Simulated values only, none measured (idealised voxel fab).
Process module heading - voxel trench capacitor
The figure presents cross-section cut, which has a width of 210 nm and is divided into square cells with an edge length of 5 nm.
Notation: cross-section as square-cell grid; stated in bands, top first, going down; one or more cell rows per band. In this notation a band is specified by the heights of its top and bottom, in that order and in nm, after which its materials appear from left to right, each paired with its width in nm. The word "everywhere" attached to a single material means that material fills the band from edge to edge; the word "blank" stands for empty space. Note: height 0 marks the level under which the wafer is uniformly one material as received. Lowest band unbounded below, written "0 down". The width entry "30->40" should be interpreted row by row: the top row of cells in the band takes the first number, the bottom row takes the second number, and the change between adjacent rows is uniform throughout. What does "identical to before" mean for a step? It means no cell of the cross-section changed in that step. "Non-vented voids": sealed empty spaces, 8 cells or more, no open way to top, listed width x height at distance, with distance from the left edge and width, height and distance in nm. The remark found on a step's line after its settings is issued by the simulator itself and pertains to that step. A step's line can hold "overlay nm"; with a mask on that step, the setting says how far right of the planned place the mask lay, while a negative setting says it lay to the left.
[Planned process steps]
- 1: RECEIVE, material Si
- 2: CONFORMAL_DEP, material SiN, thk nm 10
- 3: PATTERN, tone open, mask id TRENCH, material resist, width nm 20, pitch nm 35, thk nm 15, overlay nm 0
- 4: DIRECTIONAL_ETCH, etch materials SiN, depth nm 10
- 5: DIRECTIONAL_ETCH, etch materials Si, depth nm 25
- 6: STRIP, etch materials resist
- 7: CONFORMAL_DEP, material SiO2, thk nm 5
- 8: FILL_DEP, material polySi, thk nm 5
- 9: CMP, height nm 10
[The first of two wafers, run as planned]
[Cross-section, incoming material, after step 1]
- 0 down  Si everywhere
- Non-vented voids: none
[The following cross-section depicts the wafer upon completion of step 2]
- 10 to 0  SiN everywhere
- Unchanged below 0.
[The following cross-section depicts the wafer upon completion of step 3]
- 25 to 10  40 nm resist; 20 nm blank; 15 nm resist; 20 nm blank; 15 nm resist; 20 nm blank; 15 nm resist; 20 nm blank; 45 nm resist
- Unchanged below 10.
[The following cross-section depicts the wafer upon completion of step 4]
- 25 to 10  40 nm resist; 20 nm blank; 15 nm resist; 20 nm blank; 15 nm resist; 20 nm blank; 15 nm resist; 20 nm blank; 45 nm resist
- 10 to 0  40 nm SiN; 20 nm blank; 15 nm SiN; 20 nm blank; 15 nm SiN; 20 nm blank; 15 nm SiN; 20 nm blank; 45 nm SiN
- Unchanged below 0.
[The following cross-section depicts the wafer upon completion of step 5]
- 25 to 10  40 nm resist; 20 nm blank; 15 nm resist; 20 nm blank; 15 nm resist; 20 nm blank; 15 nm resist; 20 nm blank; 45 nm resist
- 10 to 0  40 nm SiN; 20 nm blank; 15 nm SiN; 20 nm blank; 15 nm SiN; 20 nm blank; 15 nm SiN; 20 nm blank; 45 nm SiN
- 0 to -25  40 nm Si; 20 nm blank; 15 nm Si; 20 nm blank; 15 nm Si; 20 nm blank; 15 nm Si; 20 nm blank; 45 nm Si
- Unchanged below -25.
[The following cross-section depicts the wafer upon completion of step 6]
- 10 to 0  40 nm SiN; 20 nm blank; 15 nm SiN; 20 nm blank; 15 nm SiN; 20 nm blank; 15 nm SiN; 20 nm blank; 45 nm SiN
- Unchanged below 0.
[The following cross-section depicts the wafer upon completion of step 7]
- 15 to 10  45 nm SiO2; 10 nm blank; 25 nm SiO2; 10 nm blank; 25 nm SiO2; 10 nm blank; 25 nm SiO2; 10 nm blank; 50 nm SiO2
- 10 to 0  40 nm SiN; 5 nm SiO2; 10 nm blank; 5 nm SiO2; 15 nm SiN; 5 nm SiO2; 10 nm blank; 5 nm SiO2; 15 nm SiN; 5 nm SiO2; 10 nm blank; 5 nm SiO2; 15 nm SiN; 5 nm SiO2; 10 nm blank; 5 nm SiO2; 45 nm SiN
- 0 to -20  40 nm Si; 5 nm SiO2; 10 nm blank; 5 nm SiO2; 15 nm Si; 5 nm SiO2; 10 nm blank; 5 nm SiO2; 15 nm Si; 5 nm SiO2; 10 nm blank; 5 nm SiO2; 15 nm Si; 5 nm SiO2; 10 nm blank; 5 nm SiO2; 45 nm Si
- -20 to -25  40 nm Si; 20 nm SiO2; 15 nm Si; 20 nm SiO2; 15 nm Si; 20 nm SiO2; 15 nm Si; 20 nm SiO2; 45 nm Si
- Unchanged below -25.
[The following cross-section depicts the wafer upon completion of step 8]
- 20 to 15  polySi everywhere
- 15 to 10  45 nm SiO2; 10 nm polySi; 25 nm SiO2; 10 nm polySi; 25 nm SiO2; 10 nm polySi; 25 nm SiO2; 10 nm polySi; 50 nm SiO2
- 10 to 0  40 nm SiN; 5 nm SiO2; 10 nm polySi; 5 nm SiO2; 15 nm SiN; 5 nm SiO2; 10 nm polySi; 5 nm SiO2; 15 nm SiN; 5 nm SiO2; 10 nm polySi; 5 nm SiO2; 15 nm SiN; 5 nm SiO2; 10 nm polySi; 5 nm SiO2; 45 nm SiN
- 0 to -20  40 nm Si; 5 nm SiO2; 10 nm polySi; 5 nm SiO2; 15 nm Si; 5 nm SiO2; 10 nm polySi; 5 nm SiO2; 15 nm Si; 5 nm SiO2; 10 nm polySi; 5 nm SiO2; 15 nm Si; 5 nm SiO2; 10 nm polySi; 5 nm SiO2; 45 nm Si
- Unchanged below -20.
[The following cross-section depicts the wafer upon completion of step 9]
- 10 to 0  40 nm SiN; 5 nm SiO2; 10 nm polySi; 5 nm SiO2; 15 nm SiN; 5 nm SiO2; 10 nm polySi; 5 nm SiO2; 15 nm SiN; 5 nm SiO2; 10 nm polySi; 5 nm SiO2; 15 nm SiN; 5 nm SiO2; 10 nm polySi; 5 nm SiO2; 45 nm SiN
- Unchanged below 0.
[For the second wafer, take the first wafer's start and plan, then add one mistake made in running it; everything through step 4, that step included, is shared with the first]
[Cross-section: second wafer, time at which step 5 was scheduled to end]
- 25 to 10  40 nm resist; 20 nm blank; 15 nm resist; 20 nm blank; 15 nm resist; 20 nm blank; 15 nm resist; 20 nm blank; 45 nm resist
- 10 to 0  40 nm SiN; 20 nm blank; 15 nm SiN; 20 nm blank; 15 nm SiN; 20 nm blank; 15 nm SiN; 20 nm blank; 45 nm SiN
- 0 to -50  40 nm Si; 20 nm blank; 15 nm Si; 20 nm blank; 15 nm Si; 20 nm blank; 15 nm Si; 20 nm blank; 45 nm Si
- Unchanged below -50.
[Cross-section: second wafer, time at which step 6 was scheduled to end]
- 10 to 0  40 nm SiN; 20 nm blank; 15 nm SiN; 20 nm blank; 15 nm SiN; 20 nm blank; 15 nm SiN; 20 nm blank; 45 nm SiN
- Unchanged below 0.
[Cross-section: second wafer, time at which step 7 was scheduled to end]
- 15 to 10  45 nm SiO2; 10 nm blank; 25 nm SiO2; 10 nm blank; 25 nm SiO2; 10 nm blank; 25 nm SiO2; 10 nm blank; 50 nm SiO2
- 10 to 0  40 nm SiN; 5 nm SiO2; 10 nm blank; 5 nm SiO2; 15 nm SiN; 5 nm SiO2; 10 nm blank; 5 nm SiO2; 15 nm SiN; 5 nm SiO2; 10 nm blank; 5 nm SiO2; 15 nm SiN; 5 nm SiO2; 10 nm blank; 5 nm SiO2; 45 nm SiN
- 0 to -45  40 nm Si; 5 nm SiO2; 10 nm blank; 5 nm SiO2; 15 nm Si; 5 nm SiO2; 10 nm blank; 5 nm SiO2; 15 nm Si; 5 nm SiO2; 10 nm blank; 5 nm SiO2; 15 nm Si; 5 nm SiO2; 10 nm blank; 5 nm SiO2; 45 nm Si
- -45 to -50  40 nm Si; 20 nm SiO2; 15 nm Si; 20 nm SiO2; 15 nm Si; 20 nm SiO2; 15 nm Si; 20 nm SiO2; 45 nm Si
- Unchanged below -50.
[Cross-section: second wafer, time at which step 8 was scheduled to end]
- 20 to 15  polySi everywhere
- 15 to 10  45 nm SiO2; 10 nm polySi; 25 nm SiO2; 10 nm polySi; 25 nm SiO2; 10 nm polySi; 25 nm SiO2; 10 nm polySi; 50 nm SiO2
- 10 to 0  40 nm SiN; 5 nm SiO2; 10 nm polySi; 5 nm SiO2; 15 nm SiN; 5 nm SiO2; 10 nm polySi; 5 nm SiO2; 15 nm SiN; 5 nm SiO2; 10 nm polySi; 5 nm SiO2; 15 nm SiN; 5 nm SiO2; 10 nm polySi; 5 nm SiO2; 45 nm SiN
- 0 to -45  40 nm Si; 5 nm SiO2; 10 nm polySi; 5 nm SiO2; 15 nm Si; 5 nm SiO2; 10 nm polySi; 5 nm SiO2; 15 nm Si; 5 nm SiO2; 10 nm polySi; 5 nm SiO2; 15 nm Si; 5 nm SiO2; 10 nm polySi; 5 nm SiO2; 45 nm Si
- Unchanged below -45.
[Cross-section: second wafer, time at which step 9 was scheduled to end]
- 10 to 0  40 nm SiN; 5 nm SiO2; 10 nm polySi; 5 nm SiO2; 15 nm SiN; 5 nm SiO2; 10 nm polySi; 5 nm SiO2; 15 nm SiN; 5 nm SiO2; 10 nm polySi; 5 nm SiO2; 15 nm SiN; 5 nm SiO2; 10 nm polySi; 5 nm SiO2; 45 nm SiN
- Unchanged below 0.
What broke from the plan during processing? plan step 5 ran twice
Final tally in cells, some materials are higher or lower on the second wafer than on the first: -80 Si; +40 SiO2; +40 polySi
